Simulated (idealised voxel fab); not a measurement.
voxel self aligned contacts: a process module
Each square cell in cross-section cut measures 5 nm, and the section as a whole is 265 nm wide.
In this document a cross-section is written as a grid of square cells. It is given as a series of bands, listed from the top down, and a band is one or more rows of cells.
Quick guide to a band line: top height, bottom height (nm) up front; then every material left to right with its width in nm. Only one material and it's marked "throughout"? Then it fills the band edge to edge. And "empty" just means empty space.
Basically, 0 is our baseline, since under it the wafer straight out of the box is all one material. The bottom band has no lower end and keeps on going down, so it looks like "0 and below".
Note: "30 to 40" means the width goes from the first number (top row of the band) to the second number (bottom row) in equal steps per row of cells.
Where the words "remained the same" appear for a step, the cross-section shows no cell changed by that step; every cell remained as before.
Enclosed voids (no open way to top), threshold 8 cells or more, entry "Cavities, sealed", notation width x height at distance, distance from left edge, nm.
The remark found on a step's line after its settings is issued by the simulator itself and pertains to that step.
The setting "overlay nm" may be written on the line of a step. When the step uses a mask, the value reports how far to the right of the planned place the mask lay, and a negative value reports that it lay to the left.
[Planned step list for the process]
1. RECEIVE | material Si
2. CONFORMAL_DEP | material SiO2 | thk nm 5
3. DIRECTIONAL_DEP | material polySi | thk nm 25
4. DIRECTIONAL_DEP | material SiN | thk nm 20
5. PATTERN | tone cover | mask id GATE | material resist | width nm 30 | pitch nm 70 | thk nm 20 | overlay nm 0
6. DIRECTIONAL_ETCH | etch materials SiN | depth nm 20
7. DIRECTIONAL_ETCH | etch materials polySi | depth nm 25
8. STRIP | etch materials resist
9. CONFORMAL_DEP | material SiN | thk nm 10
10. DIRECTIONAL_ETCH | etch materials SiN | depth nm 10
11. FILL_DEP | material SiO2 | thk nm 15
12. CMP | height nm 60
13. MASKED_ETCH | tone open | mask id CONTACT | width nm 50 | pitch nm 70 | etch materials SiO2 | depth nm 60 | overlay nm 0
14. CONFORMAL_DEP | material TiN | thk nm 5
15. FILL_DEP | material Ru | thk nm 10
16. CMP | height nm 60
17. CONFORMAL_DEP | material SiN | thk nm 5
[The first wafer of two, processed as planned]
[As received (post step 1): cross-section]
0 and below = Si throughout
Cavities, sealed: none
[Cross-section: wafer state after step 2]
5 down to 0 = SiO2 throughout
Below 0, no change.
[Cross-section: wafer state after step 3]
30 down to 5 = polySi throughout
Below 5, no change.
[Cross-section: wafer state after step 4]
50 down to 30 = SiN throughout
Below 30, no change.
[Cross-section: wafer state after step 5]
70 down to 50 = 45 empty | 30 resist | 40 empty | 30 resist | 40 empty | 30 resist | 50 empty
Below 50, no change.
[Cross-section: wafer state after step 6]
70 down to 50 = 45 empty | 30 resist | 40 empty | 30 resist | 40 empty | 30 resist | 50 empty
50 down to 30 = 45 empty | 30 SiN | 40 empty | 30 SiN | 40 empty | 30 SiN | 50 empty
Below 30, no change.
[Cross-section: wafer state after step 7]
70 down to 50 = 45 empty | 30 resist | 40 empty | 30 resist | 40 empty | 30 resist | 50 empty
50 down to 30 = 45 empty | 30 SiN | 40 empty | 30 SiN | 40 empty | 30 SiN | 50 empty
30 down to 5 = 45 empty | 30 polySi | 40 empty | 30 polySi | 40 empty | 30 polySi | 50 empty
Below 5, no change.
[Cross-section: wafer state after step 8]
50 down to 30 = 45 empty | 30 SiN | 40 empty | 30 SiN | 40 empty | 30 SiN | 50 empty
Below 30, no change.
[Cross-section: wafer state after step 9]
60 down to 30 = 35 empty | 50 SiN | 20 empty | 50 SiN | 20 empty | 50 SiN | 40 empty
30 down to 15 = 35 empty | 10 SiN | 30 polySi | 10 SiN | 20 empty | 10 SiN | 30 polySi | 10 SiN | 20 empty | 10 SiN | 30 polySi | 10 SiN | 40 empty
15 down to 5 = 45 SiN | 30 polySi | 40 SiN | 30 polySi | 40 SiN | 30 polySi | 50 SiN
Below 5, no change.
[Cross-section: wafer state after step 10]
50 down to 30 = 35 empty | 50 SiN | 20 empty | 50 SiN | 20 empty | 50 SiN | 40 empty
30 down to 5 = 35 empty | 10 SiN | 30 polySi | 10 SiN | 20 empty | 10 SiN | 30 polySi | 10 SiN | 20 empty | 10 SiN | 30 polySi | 10 SiN | 40 empty
Below 5, no change.
[Cross-section: wafer state after step 11]
65 down to 50 = SiO2 throughout
50 down to 30 = 35 SiO2 | 50 SiN | 20 SiO2 | 50 SiN | 20 SiO2 | 50 SiN | 40 SiO2
30 down to 5 = 35 SiO2 | 10 SiN | 30 polySi | 10 SiN | 20 SiO2 | 10 SiN | 30 polySi | 10 SiN | 20 SiO2 | 10 SiN | 30 polySi | 10 SiN | 40 SiO2
Below 5, no change.
[Cross-section: wafer state after step 12]
60 down to 50 = SiO2 throughout
Below 50, no change.
[Cross-section: wafer state after step 13]
60 down to 50 = 70 SiO2 | 50 empty | 20 SiO2 | 50 empty | 75 SiO2
50 down to 30 = 35 SiO2 | 50 SiN | 20 empty | 50 SiN | 20 empty | 50 SiN | 40 SiO2
30 down to 5 = 35 SiO2 | 10 SiN | 30 polySi | 10 SiN | 20 empty | 10 SiN | 30 polySi | 10 SiN | 20 empty | 10 SiN | 30 polySi | 10 SiN | 40 SiO2
5 down to 0 = 85 SiO2 | 20 empty | 50 SiO2 | 20 empty | 90 SiO2
Below 0, no change.
[Cross-section: wafer state after step 14]
65 down to 60 = 75 TiN | 40 empty | 30 TiN | 40 empty | 80 TiN
60 down to 50 = 70 SiO2 | 5 to 20 TiN | 40 to 10 empty | 5 to 20 TiN | 20 SiO2 | 5 to 20 TiN | 40 to 10 empty | 5 to 20 TiN | 75 SiO2
50 down to 30 = 35 SiO2 | 50 SiN | 5 TiN | 10 empty | 5 TiN | 50 SiN | 5 TiN | 10 empty | 5 TiN | 50 SiN | 40 SiO2
30 down to 5 = 35 SiO2 | 10 SiN | 30 polySi | 10 SiN | 5 TiN | 10 empty | 5 TiN | 10 SiN | 30 polySi | 10 SiN | 5 TiN | 10 empty | 5 TiN | 10 SiN | 30 polySi | 10 SiN | 40 SiO2
5 down to 0 = 85 SiO2 | 20 TiN | 50 SiO2 | 20 TiN | 90 SiO2
Below 0, no change.
[Cross-section: wafer state after step 15]
75 down to 65 = Ru throughout
65 down to 60 = 75 TiN | 40 Ru | 30 TiN | 40 Ru | 80 TiN
60 down to 50 = 70 SiO2 | 5 to 20 TiN | 40 to 10 Ru | 5 to 20 TiN | 20 SiO2 | 5 to 20 TiN | 40 to 10 Ru | 5 to 20 TiN | 75 SiO2
50 down to 30 = 35 SiO2 | 50 SiN | 5 TiN | 10 Ru | 5 TiN | 50 SiN | 5 TiN | 10 Ru | 5 TiN | 50 SiN | 40 SiO2
30 down to 5 = 35 SiO2 | 10 SiN | 30 polySi | 10 SiN | 5 TiN | 10 Ru | 5 TiN | 10 SiN | 30 polySi | 10 SiN | 5 TiN | 10 Ru | 5 TiN | 10 SiN | 30 polySi | 10 SiN | 40 SiO2
Below 5, no change.
[Cross-section: wafer state after step 16]
60 down to 50 = 70 SiO2 | 5 to 20 TiN | 40 to 10 Ru | 5 to 20 TiN | 20 SiO2 | 5 to 20 TiN | 40 to 10 Ru | 5 to 20 TiN | 75 SiO2
Below 50, no change.
[Cross-section: wafer state after step 17]
65 down to 60 = SiN throughout
Below 60, no change.
[Second wafer, same starting conditions and recipe as the first, one mistake in executing it, nothing differs from the first up to and including step 12]
[Second wafer shown in cross-section at the time step 13 was slated to end]
60 down to 50 = 75 SiO2 | 40 empty | 30 SiO2 | 40 empty | 80 SiO2
50 down to 30 = 35 SiO2 | 50 SiN | 20 empty | 50 SiN | 20 empty | 50 SiN | 40 SiO2
30 down to 5 = 35 SiO2 | 10 SiN | 30 polySi | 10 SiN | 20 empty | 10 SiN | 30 polySi | 10 SiN | 20 empty | 10 SiN | 30 polySi | 10 SiN | 40 SiO2
5 down to 0 = 85 SiO2 | 20 empty | 50 SiO2 | 20 empty | 90 SiO2
Below 0, no change.
[Second wafer shown in cross-section at the time step 14 was slated to end]
65 down to 60 = 80 TiN | 30 empty | 40 TiN | 30 empty | 85 TiN
60 down to 50 = 75 SiO2 | 5 to 15 TiN | 30 to 10 empty | 5 to 15 TiN | 30 SiO2 | 5 to 15 TiN | 30 to 10 empty | 5 to 15 TiN | 80 SiO2
50 down to 30 = 35 SiO2 | 50 SiN | 5 TiN | 10 empty | 5 TiN | 50 SiN | 5 TiN | 10 empty | 5 TiN | 50 SiN | 40 SiO2
30 down to 5 = 35 SiO2 | 10 SiN | 30 polySi | 10 SiN | 5 TiN | 10 empty | 5 TiN | 10 SiN | 30 polySi | 10 SiN | 5 TiN | 10 empty | 5 TiN | 10 SiN | 30 polySi | 10 SiN | 40 SiO2
5 down to 0 = 85 SiO2 | 20 TiN | 50 SiO2 | 20 TiN | 90 SiO2
Below 0, no change.
[Second wafer shown in cross-section at the time step 15 was slated to end]
75 down to 65 = Ru throughout
65 down to 60 = 80 TiN | 30 Ru | 40 TiN | 30 Ru | 85 TiN
60 down to 50 = 75 SiO2 | 5 to 15 TiN | 30 to 10 Ru | 5 to 15 TiN | 30 SiO2 | 5 to 15 TiN | 30 to 10 Ru | 5 to 15 TiN | 80 SiO2
50 down to 30 = 35 SiO2 | 50 SiN | 5 TiN | 10 Ru | 5 TiN | 50 SiN | 5 TiN | 10 Ru | 5 TiN | 50 SiN | 40 SiO2
30 down to 5 = 35 SiO2 | 10 SiN | 30 polySi | 10 SiN | 5 TiN | 10 Ru | 5 TiN | 10 SiN | 30 polySi | 10 SiN | 5 TiN | 10 Ru | 5 TiN | 10 SiN | 30 polySi | 10 SiN | 40 SiO2
Below 5, no change.
[Second wafer shown in cross-section at the time step 16 was slated to end]
60 down to 50 = 75 SiO2 | 5 to 15 TiN | 30 to 10 Ru | 5 to 15 TiN | 30 SiO2 | 5 to 15 TiN | 30 to 10 Ru | 5 to 15 TiN | 80 SiO2
Below 50, no change.
[Second wafer shown in cross-section at the time step 17 was slated to end]
65 down to 60 = SiN throughout
Below 60, no change.
What went wrong in running the wafer? step 13 did not happen as planned, as run it was MASKED_ETCH | tone open | mask id CONTACT | width nm 40 | pitch nm 70 | etch materials SiO2 | depth nm 60 | overlay nm 0
Wafer comparison, final, in cells, second relative to first, materials more or fewer: Ru -4, SiO2 +8, TiN -4
